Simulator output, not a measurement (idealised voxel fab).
process module | voxel transistor to metal
cross-section cut | 195 nm wide | cells 5 nm
A cross-section is a grid of square cells, given in bands from the top down. A band is one or more rows of cells.
Each band's line starts with the height of the band's top and of its bottom, in nm. Then come its materials from left to right, each with its width in nm. One material with "throughout" fills the band from edge to edge. "air" is empty space.
Height 0 is the level under which the wafer as received is all one material. The lowest band goes on downwards, as in "0 down".
A width such as "30 to 40" changes by the same amount from each row of cells to the next, from the band's top row to its bottom row.
"no change" after a step means that no cell of the cross-section changed.
closed voids: empty space of 8 cells or more with no open way to the top, each as width x height at its distance from the left edge, in nm
after a step's settings: what the simulator itself notes on the step
overlay nm, on a step with a mask: how far to the right of its planned place the mask lay; to the left if negative
plan
1 op RECEIVE | material Si
2 op CONFORMAL_DEP | material SiO2 | thk nm 5
3 op CONFORMAL_DEP | material SiN | thk nm 10
4 op PATTERN | tone cover | mask id ACTIVE | material resist | width nm 125 | thk nm 15 | overlay nm 0
5 op DIRECTIONAL_ETCH | etch materials SiN | depth nm 10
6 op DIRECTIONAL_ETCH | etch materials SiO2 | depth nm 5
7 op DIRECTIONAL_ETCH | etch materials Si | depth nm 20
8 op STRIP | etch materials resist
9 op OXIDIZE | depth nm 5
10 op FILL_DEP | material SiO2 | thk nm 5
11 op CMP | height nm 15
12 op SELECTIVE_ETCH | etch materials SiO2 | depth nm 10
13 op STRIP | etch materials SiN
14 op SELECTIVE_ETCH | etch materials SiO2 | depth nm 5
15 op OXIDIZE | depth nm 5
16 op DIRECTIONAL_DEP | material polySi | thk nm 30
17 op DIRECTIONAL_DEP | material SiCN | thk nm 15
18 op PATTERN | tone cover | mask id GATE | material resist | width nm 35 | thk nm 15 | overlay nm 0
19 op DIRECTIONAL_ETCH | etch materials SiCN | depth nm 25
20 op DIRECTIONAL_ETCH | etch materials polySi | depth nm 40
21 op STRIP | etch materials resist
22 op CONFORMAL_DEP | material SiO2 | thk nm 5
23 op DIRECTIONAL_ETCH | etch materials SiO2 | depth nm 5
24 op CONFORMAL_DEP | material SiN | thk nm 5
25 op DIRECTIONAL_ETCH | etch materials SiN | depth nm 5
26 op DIRECTIONAL_ETCH | etch materials SiO2 | depth nm 5
27 op DIRECTIONAL_ETCH | etch materials Si | depth nm 15
28 op EPI | material SiGe | thk nm 20
29 op FILL_DEP | material SiO2 | thk nm 5
30 op CMP | height nm 30
31 op STRIP | etch materials polySi
32 op SELECTIVE_ETCH | etch materials SiO2 | depth nm 5
33 op CONFORMAL_DEP | material HfO2 | thk nm 5
34 op CONFORMAL_DEP | material TiN | thk nm 5
35 op FILL_DEP | material W | thk nm 10
36 op CMP | height nm 25
37 op DIRECTIONAL_DEP | material SiO2 | thk nm 10
38 op DIRECTIONAL_DEP | material aC | thk nm 15
39 op PATTERN | tone open | mask id CONTACT | material resist | width nm 15 | pitch nm 90 | thk nm 30 | overlay nm 0
40 op DIRECTIONAL_ETCH | etch materials aC | depth nm 15
41 op STRIP | etch materials resist
42 op DIRECTIONAL_ETCH | etch materials SiO2 | depth nm 35
43 op STRIP | etch materials aC
44 op CONFORMAL_DEP | material TiN | thk nm 5
45 op FILL_DEP | material Ru | thk nm 5
46 op CMP | height nm 35
47 op DIRECTIONAL_DEP | material TiN | thk nm 5
48 op DIRECTIONAL_DEP | material W | thk nm 15
49 op PATTERN | tone cover | mask id METAL_1 | material resist | width nm 15 | pitch nm 90 | thk nm 15 | overlay nm 0
50 op DIRECTIONAL_ETCH | etch materials W | depth nm 15
51 op DIRECTIONAL_ETCH | etch materials TiN | depth nm 5
52 op STRIP | etch materials resist
53 op FILL_DEP | material lowk | thk nm 10
54 op CMP | height nm 55
55 op CONFORMAL_DEP | material SiN | thk nm 5
first wafer, as planned
as received, after step 1
  0 down: Si throughout
  closed voids: none
after step 2
  5 to 0: SiO2 throughout
  below 0: unchanged
after step 3
  15 to 5: SiN throughout
  below 5: unchanged
after step 4
  30 to 15: air 35 | resist 125 | air 35
  below 15: unchanged
after step 5
  30 to 15: air 35 | resist 125 | air 35
  15 to 5: air 35 | SiN 125 | air 35
  below 5: unchanged
after step 6
  30 to 15: air 35 | resist 125 | air 35
  15 to 5: air 35 | SiN 125 | air 35
  5 to 0: air 35 | SiO2 125 | air 35
  below 0: unchanged
after step 7
  30 to 15: air 35 | resist 125 | air 35
  15 to 5: air 35 | SiN 125 | air 35
  5 to 0: air 35 | SiO2 125 | air 35
  0 to -20: air 35 | Si 125 | air 35
  below -20: unchanged
after step 8
  15 to 5: air 35 | SiN 125 | air 35
  below 5: unchanged
after step 9
  15 to 5: air 35 | SiN 125 | air 35
  5 to 0: air 35 | SiO2 125 | air 35
  0 to -20: air 35 | SiO2 5 | Si 115 | SiO2 5 | air 35
  -20 to -25: SiO2 40 | Si 115 | SiO2 40
  below -25: unchanged
after step 10
  20 to 15: SiO2 throughout
  15 to 5: SiO2 35 | SiN 125 | SiO2 35
  5 to 0: SiO2 throughout
  0 to -25: SiO2 40 | Si 115 | SiO2 40
  below -25: unchanged
after step 11
  15 to 5: SiO2 35 | SiN 125 | SiO2 35
  below 5: unchanged
after step 12
  15 to 5: air 35 | SiN 125 | air 35
  below 5: unchanged
after step 13
  5 to 0: SiO2 throughout
  below 0: unchanged
after step 14
  0 to -25: SiO2 40 | Si 115 | SiO2 40
  below -25: unchanged
after step 15
  0 to -5: SiO2 throughout
  below -5: unchanged
after step 16
  30 to 0: polySi throughout
  below 0: unchanged
after step 17
  45 to 30: SiCN throughout
  below 30: unchanged
after step 18
  60 to 45: air 80 | resist 35 | air 80
  below 45: unchanged
after step 19
  60 to 45: air 80 | resist 35 | air 80
  45 to 30: air 80 | SiCN 35 | air 80
  below 30: unchanged
after step 20
  60 to 45: air 80 | resist 35 | air 80
  45 to 30: air 80 | SiCN 35 | air 80
  30 to 0: air 80 | polySi 35 | air 80
  below 0: unchanged
after step 21
  45 to 30: air 80 | SiCN 35 | air 80
  below 30: unchanged
after step 22
  50 to 45: air 75 | SiO2 45 | air 75
  45 to 30: air 75 | SiO2 5 | SiCN 35 | SiO2 5 | air 75
  30 to 5: air 75 | SiO2 5 | polySi 35 | SiO2 5 | air 75
  5 to 0: SiO2 80 | polySi 35 | SiO2 80
  below 0: unchanged
after step 23
  45 to 30: air 75 | SiO2 5 | SiCN 35 | SiO2 5 | air 75
  30 to 0: air 75 | SiO2 5 | polySi 35 | SiO2 5 | air 75
  below 0: unchanged
after step 24
  50 to 45: air 70 | SiN 55 | air 70
  45 to 30: air 70 | SiN 5 | SiO2 5 | SiCN 35 | SiO2 5 | SiN 5 | air 70
  30 to 5: air 70 | SiN 5 | SiO2 5 | polySi 35 | SiO2 5 | SiN 5 | air 70
  5 to 0: SiN 75 | SiO2 5 | polySi 35 | SiO2 5 | SiN 75
  below 0: unchanged
after step 25
  45 to 30: air 70 | SiN 5 | SiO2 5 | SiCN 35 | SiO2 5 | SiN 5 | air 70
  30 to 0: air 70 | SiN 5 | SiO2 5 | polySi 35 | SiO2 5 | SiN 5 | air 70
  below 0: unchanged
after step 26
  45 to 40: air 70 | SiN 5 | air 5 | SiCN 35 | air 5 | SiN 5 | air 70
  40 to 30: air 70 | SiN 5 | SiO2 5 | SiCN 35 | SiO2 5 | SiN 5 | air 70
  30 to 0: air 70 | SiN 5 | SiO2 5 | polySi 35 | SiO2 5 | SiN 5 | air 70
  0 to -5: air 70 | SiO2 55 | air 70
  below -5: unchanged
after step 27
  45 to 40: air 70 | SiN 5 | air 5 | SiCN 35 | air 5 | SiN 5 | air 70
  40 to 30: air 70 | SiN 5 | SiO2 5 | SiCN 35 | SiO2 5 | SiN 5 | air 70
  30 to 0: air 70 | SiN 5 | SiO2 5 | polySi 35 | SiO2 5 | SiN 5 | air 70
  0 to -5: air 70 | SiO2 55 | air 70
  -5 to -20: SiO2 40 | air 30 | Si 55 | air 30 | SiO2 40
  below -20: unchanged
after step 28
  45 to 40: air 70 | SiN 5 | air 5 | SiCN 35 | air 5 | SiN 5 | air 70
  40 to 30: air 70 | SiN 5 | SiO2 5 | SiCN 35 | SiO2 5 | SiN 5 | air 70
  30 to 15: air 70 | SiN 5 | SiO2 5 | polySi 35 | SiO2 5 | SiN 5 | air 70
  15 to 0: air 50 | SiGe 20 | SiN 5 | SiO2 5 | polySi 35 | SiO2 5 | SiN 5 | SiGe 20 | air 50
  0 to -5: air 35 | SiGe 35 | SiO2 55 | SiGe 35 | air 35
  -5 to -20: SiO2 40 | SiGe 30 | Si 55 | SiGe 30 | SiO2 40
  below -20: unchanged
after step 29
  50 to 45: SiO2 throughout
  45 to 30: SiO2 70 | SiN 5 | SiO2 5 | SiCN 35 | SiO2 5 | SiN 5 | SiO2 70
  30 to 15: SiO2 70 | SiN 5 | SiO2 5 | polySi 35 | SiO2 5 | SiN 5 | SiO2 70
  15 to 0: SiO2 50 | SiGe 20 | SiN 5 | SiO2 5 | polySi 35 | SiO2 5 | SiN 5 | SiGe 20 | SiO2 50
  0 to -5: SiO2 35 | SiGe 35 | SiO2 55 | SiGe 35 | SiO2 35
  below -5: unchanged
after step 30
  30 to 15: SiO2 70 | SiN 5 | SiO2 5 | polySi 35 | SiO2 5 | SiN 5 | SiO2 70
  below 15: unchanged
after step 31
  30 to 15: SiO2 70 | SiN 5 | SiO2 5 | air 35 | SiO2 5 | SiN 5 | SiO2 70
  15 to 0: SiO2 50 | SiGe 20 | SiN 5 | SiO2 5 | air 35 | SiO2 5 | SiN 5 | SiGe 20 | SiO2 50
  below 0: unchanged
after step 32
  30 to 25: air 70 | SiN 5 | air 45 | SiN 5 | air 70
  25 to 15: SiO2 70 | SiN 5 | air 45 | SiN 5 | SiO2 70
  15 to 0: SiO2 50 | SiGe 20 | SiN 5 | air 45 | SiN 5 | SiGe 20 | SiO2 50
  0 to -5: SiO2 35 | SiGe 35 | SiO2 5 | air 45 | SiO2 5 | SiGe 35 | SiO2 35
  below -5: unchanged
after step 33
  35 to 30: air 65 | HfO2 15 | air 35 | HfO2 15 | air 65
  30 to 25: HfO2 70 | SiN 5 | HfO2 5 | air 35 | HfO2 5 | SiN 5 | HfO2 70
  25 to 15: SiO2 70 | SiN 5 | HfO2 5 | air 35 | HfO2 5 | SiN 5 | SiO2 70
  15 to 0: SiO2 50 | SiGe 20 | SiN 5 | HfO2 5 | air 35 | HfO2 5 | SiN 5 | SiGe 20 | SiO2 50
  0 to -5: SiO2 35 | SiGe 35 | SiO2 5 | HfO2 45 | SiO2 5 | SiGe 35 | SiO2 35
  below -5: unchanged
after step 34
  40 to 35: air 60 | TiN 25 | air 25 | TiN 25 | air 60
  35 to 30: TiN 65 | HfO2 15 | TiN 5 | air 25 | TiN 5 | HfO2 15 | TiN 65
  30 to 25: HfO2 70 | SiN 5 | HfO2 5 | TiN 5 | air 25 | TiN 5 | HfO2 5 | SiN 5 | HfO2 70
  25 to 15: SiO2 70 | SiN 5 | HfO2 5 | TiN 5 | air 25 | TiN 5 | HfO2 5 | SiN 5 | SiO2 70
  15 to 5: SiO2 50 | SiGe 20 | SiN 5 | HfO2 5 | TiN 5 | air 25 | TiN 5 | HfO2 5 | SiN 5 | SiGe 20 | SiO2 50
  5 to 0: SiO2 50 | SiGe 20 | SiN 5 | HfO2 5 | TiN 35 | HfO2 5 | SiN 5 | SiGe 20 | SiO2 50
  below 0: unchanged
after step 35
  50 to 40: W throughout
  40 to 35: W 60 | TiN 25 | W 25 | TiN 25 | W 60
  35 to 30: TiN 65 | HfO2 15 | TiN 5 | W 25 | TiN 5 | HfO2 15 | TiN 65
  30 to 25: HfO2 70 | SiN 5 | HfO2 5 | TiN 5 | W 25 | TiN 5 | HfO2 5 | SiN 5 | HfO2 70
  25 to 15: SiO2 70 | SiN 5 | HfO2 5 | TiN 5 | W 25 | TiN 5 | HfO2 5 | SiN 5 | SiO2 70
  15 to 5: SiO2 50 | SiGe 20 | SiN 5 | HfO2 5 | TiN 5 | W 25 | TiN 5 | HfO2 5 | SiN 5 | SiGe 20 | SiO2 50
  below 5: unchanged
after step 36
  25 to 15: SiO2 70 | SiN 5 | HfO2 5 | TiN 5 | W 25 | TiN 5 | HfO2 5 | SiN 5 | SiO2 70
  below 15: unchanged
after step 37
  35 to 25: SiO2 throughout
  below 25: unchanged
after step 38
  50 to 35: aC throughout
  below 35: unchanged
after step 39
  80 to 50: resist 45 | air 15 | resist 75 | air 15 | resist 45
  below 50: unchanged
after step 40
  65 to 50: resist 45 | air 15 | resist 75 | air 15 | resist 45
  50 to 35: aC 45 | air 15 | aC 75 | air 15 | aC 45
  below 35: unchanged
after step 41
  50 to 35: aC 45 | air 15 | aC 75 | air 15 | aC 45
  below 35: unchanged
after step 42
  50 to 35: aC 45 | air 15 | aC 75 | air 15 | aC 45
  35 to 25: SiO2 45 | air 15 | SiO2 75 | air 15 | SiO2 45
  25 to 15: SiO2 45 | air 15 | SiO2 10 | SiN 5 | HfO2 5 | TiN 5 | W 25 | TiN 5 | HfO2 5 | SiN 5 | SiO2 10 | air 15 | SiO2 45
  15 to 5: SiO2 45 | air 5 | SiGe 20 | SiN 5 | HfO2 5 | TiN 5 | W 25 | TiN 5 | HfO2 5 | SiN 5 | SiGe 20 | air 5 | SiO2 45
  5 to 0: SiO2 45 | air 5 | SiGe 20 | SiN 5 | HfO2 5 | TiN 35 | HfO2 5 | SiN 5 | SiGe 20 | air 5 | SiO2 45
  below 0: unchanged
after step 43
  35 to 25: SiO2 45 | air 15 | SiO2 75 | air 15 | SiO2 45
  below 25: unchanged
after step 44
  40 to 35: TiN 50 | air 5 | TiN 85 | air 5 | TiN 50
  35 to 25: SiO2 45 | TiN 5 | air 5 | TiN 5 | SiO2 75 | TiN 5 | air 5 | TiN 5 | SiO2 45
  25 to 20: SiO2 45 | TiN 5 | air 5 | TiN 5 | SiO2 10 | SiN 5 | HfO2 5 | TiN 5 | W 25 | TiN 5 | HfO2 5 | SiN 5 | SiO2 10 | TiN 5 | air 5 | TiN 5 | SiO2 45
  20 to 15: SiO2 45 | TiN 15 | SiO2 10 | SiN 5 | HfO2 5 | TiN 5 | W 25 | TiN 5 | HfO2 5 | SiN 5 | SiO2 10 | TiN 15 | SiO2 45
  15 to 5: SiO2 45 | TiN 5 | SiGe 20 | SiN 5 | HfO2 5 | TiN 5 | W 25 | TiN 5 | HfO2 5 | SiN 5 | SiGe 20 | TiN 5 | SiO2 45
  5 to 0: SiO2 45 | TiN 5 | SiGe 20 | SiN 5 | HfO2 5 | TiN 35 | HfO2 5 | SiN 5 | SiGe 20 | TiN 5 | SiO2 45
  below 0: unchanged
after step 45
  45 to 40: Ru throughout
  40 to 35: TiN 50 | Ru 5 | TiN 85 | Ru 5 | TiN 50
  35 to 25: SiO2 45 | TiN 5 | Ru 5 | TiN 5 | SiO2 75 | TiN 5 | Ru 5 | TiN 5 | SiO2 45
  25 to 20: SiO2 45 | TiN 5 | Ru 5 | TiN 5 | SiO2 10 | SiN 5 | HfO2 5 | TiN 5 | W 25 | TiN 5 | HfO2 5 | SiN 5 | SiO2 10 | TiN 5 | Ru 5 | TiN 5 | SiO2 45
  below 20: unchanged
after step 46
  35 to 25: SiO2 45 | TiN 5 | Ru 5 | TiN 5 | SiO2 75 | TiN 5 | Ru 5 | TiN 5 | SiO2 45
  below 25: unchanged
after step 47
  40 to 35: TiN throughout
  below 35: unchanged
after step 48
  55 to 40: W throughout
  below 40: unchanged
after step 49
  70 to 55: air 45 | resist 15 | air 75 | resist 15 | air 45
  below 55: unchanged
after step 50
  70 to 55: air 45 | resist 15 | air 75 | resist 15 | air 45
  55 to 40: air 45 | W 15 | air 75 | W 15 | air 45
  below 40: unchanged
after step 51
  70 to 55: air 45 | resist 15 | air 75 | resist 15 | air 45
  55 to 40: air 45 | W 15 | air 75 | W 15 | air 45
  40 to 35: air 45 | TiN 15 | air 75 | TiN 15 | air 45
  below 35: unchanged
after step 52
  55 to 40: air 45 | W 15 | air 75 | W 15 | air 45
  below 40: unchanged
after step 53
  65 to 55: lowk throughout
  55 to 40: lowk 45 | W 15 | lowk 75 | W 15 | lowk 45
  40 to 35: lowk 45 | TiN 15 | lowk 75 | TiN 15 | lowk 45
  below 35: unchanged
after step 54
  55 to 40: lowk 45 | W 15 | lowk 75 | W 15 | lowk 45
  below 40: unchanged
after step 55
  60 to 55: SiN throughout
  below 55: unchanged
second wafer: like start, like plan, one mistake. Through step 17 it matches the first wafer
when step 18 should have ended
  60 to 45: resist 80 | air 35 | resist 80
  below 45: unchanged
when step 19 should have ended
  60 to 45: resist 80 | air 35 | resist 80
  45 to 30: SiCN 80 | air 35 | SiCN 80
  below 30: unchanged
when step 20 should have ended
  60 to 45: resist 80 | air 35 | resist 80
  45 to 30: SiCN 80 | air 35 | SiCN 80
  30 to 0: polySi 80 | air 35 | polySi 80
  below 0: unchanged
when step 21 should have ended
  45 to 30: SiCN 80 | air 35 | SiCN 80
  below 30: unchanged
when step 22 should have ended
  50 to 45: SiO2 85 | air 25 | SiO2 85
  45 to 30: SiCN 80 | SiO2 5 | air 25 | SiO2 5 | SiCN 80
  30 to 5: polySi 80 | SiO2 5 | air 25 | SiO2 5 | polySi 80
  5 to 0: polySi 80 | SiO2 35 | polySi 80
  below 0: unchanged
when step 23 should have ended
  45 to 30: SiCN 80 | SiO2 5 | air 25 | SiO2 5 | SiCN 80
  30 to 0: polySi 80 | SiO2 5 | air 25 | SiO2 5 | polySi 80
  below 0: unchanged
when step 24 should have ended
  50 to 45: SiN 90 | air 15 | SiN 90
  45 to 30: SiCN 80 | SiO2 5 | SiN 5 | air 15 | SiN 5 | SiO2 5 | SiCN 80
  30 to 5: polySi 80 | SiO2 5 | SiN 5 | air 15 | SiN 5 | SiO2 5 | polySi 80
  5 to 0: polySi 80 | SiO2 5 | SiN 25 | SiO2 5 | polySi 80
  below 0: unchanged
when step 25 should have ended
  45 to 30: SiCN 80 | SiO2 5 | SiN 5 | air 15 | SiN 5 | SiO2 5 | SiCN 80
  30 to 0: polySi 80 | SiO2 5 | SiN 5 | air 15 | SiN 5 | SiO2 5 | polySi 80
  below 0: unchanged
when step 26 should have ended
  45 to 40: SiCN 80 | air 5 | SiN 5 | air 15 | SiN 5 | air 5 | SiCN 80
  40 to 30: SiCN 80 | SiO2 5 | SiN 5 | air 15 | SiN 5 | SiO2 5 | SiCN 80
  30 to 0: polySi 80 | SiO2 5 | SiN 5 | air 15 | SiN 5 | SiO2 5 | polySi 80
  0 to -5: SiO2 90 | air 15 | SiO2 90
  below -5: unchanged
when step 27 should have ended
  45 to 40: SiCN 80 | air 5 | SiN 5 | air 15 | SiN 5 | air 5 | SiCN 80
  40 to 30: SiCN 80 | SiO2 5 | SiN 5 | air 15 | SiN 5 | SiO2 5 | SiCN 80
  30 to 0: polySi 80 | SiO2 5 | SiN 5 | air 15 | SiN 5 | SiO2 5 | polySi 80
  0 to -5: SiO2 90 | air 15 | SiO2 90
  -5 to -20: SiO2 40 | Si 50 | air 15 | Si 50 | SiO2 40
  below -20: unchanged
when step 28 should have ended
  45 to 40: SiCN 80 | air 5 | SiN 5 | air 15 | SiN 5 | air 5 | SiCN 80
  40 to 30: SiCN 80 | SiO2 5 | SiN 5 | air 15 | SiN 5 | SiO2 5 | SiCN 80
  30 to 15: polySi 80 | SiO2 5 | SiN 5 | air 15 | SiN 5 | SiO2 5 | polySi 80
  15 to 0: polySi 80 | SiO2 5 | SiN 5 | SiGe 15 | SiN 5 | SiO2 5 | polySi 80
  0 to -5: SiO2 90 | SiGe 15 | SiO2 90
  -5 to -20: SiO2 40 | Si 50 | SiGe 15 | Si 50 | SiO2 40
  below -20: unchanged
when step 29 should have ended
  50 to 45: SiO2 throughout
  45 to 30: SiCN 80 | SiO2 5 | SiN 5 | SiO2 15 | SiN 5 | SiO2 5 | SiCN 80
  30 to 15: polySi 80 | SiO2 5 | SiN 5 | SiO2 15 | SiN 5 | SiO2 5 | polySi 80
  below 15: unchanged
when step 30 should have ended
  30 to 15: polySi 80 | SiO2 5 | SiN 5 | SiO2 15 | SiN 5 | SiO2 5 | polySi 80
  below 15: unchanged
when step 31 should have ended
  30 to 15: air 80 | SiO2 5 | SiN 5 | SiO2 15 | SiN 5 | SiO2 5 | air 80
  15 to 0: air 80 | SiO2 5 | SiN 5 | SiGe 15 | SiN 5 | SiO2 5 | air 80
  below 0: unchanged
when step 32 should have ended
  30 to 25: air 85 | SiN 5 | air 15 | SiN 5 | air 85
  25 to 15: air 85 | SiN 5 | SiO2 15 | SiN 5 | air 85
  15 to 0: air 85 | SiN 5 | SiGe 15 | SiN 5 | air 85
  0 to -5: air 85 | SiO2 5 | SiGe 15 | SiO2 5 | air 85
  below -5: unchanged
when step 33 should have ended
  35 to 30: air 80 | HfO2 15 | air 5 | HfO2 15 | air 80
  30 to 25: air 80 | HfO2 5 | SiN 5 | HfO2 15 | SiN 5 | HfO2 5 | air 80
  25 to 15: air 80 | HfO2 5 | SiN 5 | SiO2 15 | SiN 5 | HfO2 5 | air 80
  15 to 0: air 80 | HfO2 5 | SiN 5 | SiGe 15 | SiN 5 | HfO2 5 | air 80
  0 to -5: HfO2 85 | SiO2 5 | SiGe 15 | SiO2 5 | HfO2 85
  below -5: unchanged
when step 34 should have ended
  40 to 35: air 75 | TiN 45 | air 75
  35 to 30: air 75 | TiN 5 | HfO2 15 | TiN 5 | HfO2 15 | TiN 5 | air 75
  30 to 25: air 75 | TiN 5 | HfO2 5 | SiN 5 | HfO2 15 | SiN 5 | HfO2 5 | TiN 5 | air 75
  25 to 15: air 75 | TiN 5 | HfO2 5 | SiN 5 | SiO2 15 | SiN 5 | HfO2 5 | TiN 5 | air 75
  15 to 5: air 75 | TiN 5 | HfO2 5 | SiN 5 | SiGe 15 | SiN 5 | HfO2 5 | TiN 5 | air 75
  5 to 0: TiN 80 | HfO2 5 | SiN 5 | SiGe 15 | SiN 5 | HfO2 5 | TiN 80
  below 0: unchanged
when step 35 should have ended
  50 to 40: W throughout
  40 to 35: W 75 | TiN 45 | W 75
  35 to 30: W 75 | TiN 5 | HfO2 15 | TiN 5 | HfO2 15 | TiN 5 | W 75
  30 to 25: W 75 | TiN 5 | HfO2 5 | SiN 5 | HfO2 15 | SiN 5 | HfO2 5 | TiN 5 | W 75
  25 to 15: W 75 | TiN 5 | HfO2 5 | SiN 5 | SiO2 15 | SiN 5 | HfO2 5 | TiN 5 | W 75
  15 to 5: W 75 | TiN 5 | HfO2 5 | SiN 5 | SiGe 15 | SiN 5 | HfO2 5 | TiN 5 | W 75
  below 5: unchanged
when step 36 should have ended
  25 to 15: W 75 | TiN 5 | HfO2 5 | SiN 5 | SiO2 15 | SiN 5 | HfO2 5 | TiN 5 | W 75
  below 15: unchanged
when step 37 should have ended
  35 to 25: SiO2 throughout
  below 25: unchanged
when step 38 should have ended
  50 to 35: aC throughout
  below 35: unchanged
when step 39 should have ended
  80 to 50: resist 45 | air 15 | resist 75 | air 15 | resist 45
  below 50: unchanged
when step 40 should have ended
  65 to 50: resist 45 | air 15 | resist 75 | air 15 | resist 45
  50 to 35: aC 45 | air 15 | aC 75 | air 15 | aC 45
  below 35: unchanged
when step 41 should have ended
  50 to 35: aC 45 | air 15 | aC 75 | air 15 | aC 45
  below 35: unchanged
when step 42 should have ended
  50 to 35: aC 45 | air 15 | aC 75 | air 15 | aC 45
  35 to 25: SiO2 45 | air 15 | SiO2 75 | air 15 | SiO2 45
  below 25: unchanged
when step 43 should have ended
  35 to 25: SiO2 45 | air 15 | SiO2 75 | air 15 | SiO2 45
  below 25: unchanged
when step 44 should have ended
  40 to 35: TiN 50 | air 5 | TiN 85 | air 5 | TiN 50
  35 to 30: SiO2 45 | TiN 5 | air 5 | TiN 5 | SiO2 75 | TiN 5 | air 5 | TiN 5 | SiO2 45
  30 to 25: SiO2 45 | TiN 15 | SiO2 75 | TiN 15 | SiO2 45
  below 25: unchanged
when step 45 should have ended
  45 to 40: Ru throughout
  40 to 35: TiN 50 | Ru 5 | TiN 85 | Ru 5 | TiN 50
  35 to 30: SiO2 45 | TiN 5 | Ru 5 | TiN 5 | SiO2 75 | TiN 5 | Ru 5 | TiN 5 | SiO2 45
  below 30: unchanged
when step 46 should have ended
  35 to 30: SiO2 45 | TiN 5 | Ru 5 | TiN 5 | SiO2 75 | TiN 5 | Ru 5 | TiN 5 | SiO2 45
  below 30: unchanged
when step 47 should have ended
  40 to 35: TiN throughout
  below 35: unchanged
when step 48 should have ended
  55 to 40: W throughout
  below 40: unchanged
when step 49 should have ended
  70 to 55: air 45 | resist 15 | air 75 | resist 15 | air 45
  below 55: unchanged
when step 50 should have ended
  70 to 55: air 45 | resist 15 | air 75 | resist 15 | air 45
  55 to 40: air 45 | W 15 | air 75 | W 15 | air 45
  below 40: unchanged
when step 51 should have ended
  70 to 55: air 45 | resist 15 | air 75 | resist 15 | air 45
  55 to 40: air 45 | W 15 | air 75 | W 15 | air 45
  40 to 35: air 45 | TiN 15 | air 75 | TiN 15 | air 45
  below 35: unchanged
when step 52 should have ended
  55 to 40: air 45 | W 15 | air 75 | W 15 | air 45
  below 40: unchanged
when step 53 should have ended
  65 to 55: lowk throughout
  55 to 40: lowk 45 | W 15 | lowk 75 | W 15 | lowk 45
  40 to 35: lowk 45 | TiN 15 | lowk 75 | TiN 15 | lowk 45
  below 35: unchanged
when step 54 should have ended
  55 to 40: lowk 45 | W 15 | lowk 75 | W 15 | lowk 45
  below 40: unchanged
when step 55 should have ended
  60 to 55: SiN throughout
  below 55: unchanged
what went wrong: step 18 ran as: op PATTERN | tone open | mask id GATE | material resist | width nm 35 | thk nm 15 | overlay nm 0
at the end the second wafer has, in cells: 25 more of HfO2 | 4 fewer of Ru | 27 more of Si | 53 fewer of SiGe | 106 fewer of SiO2 | 11 more of TiN | 100 more of W
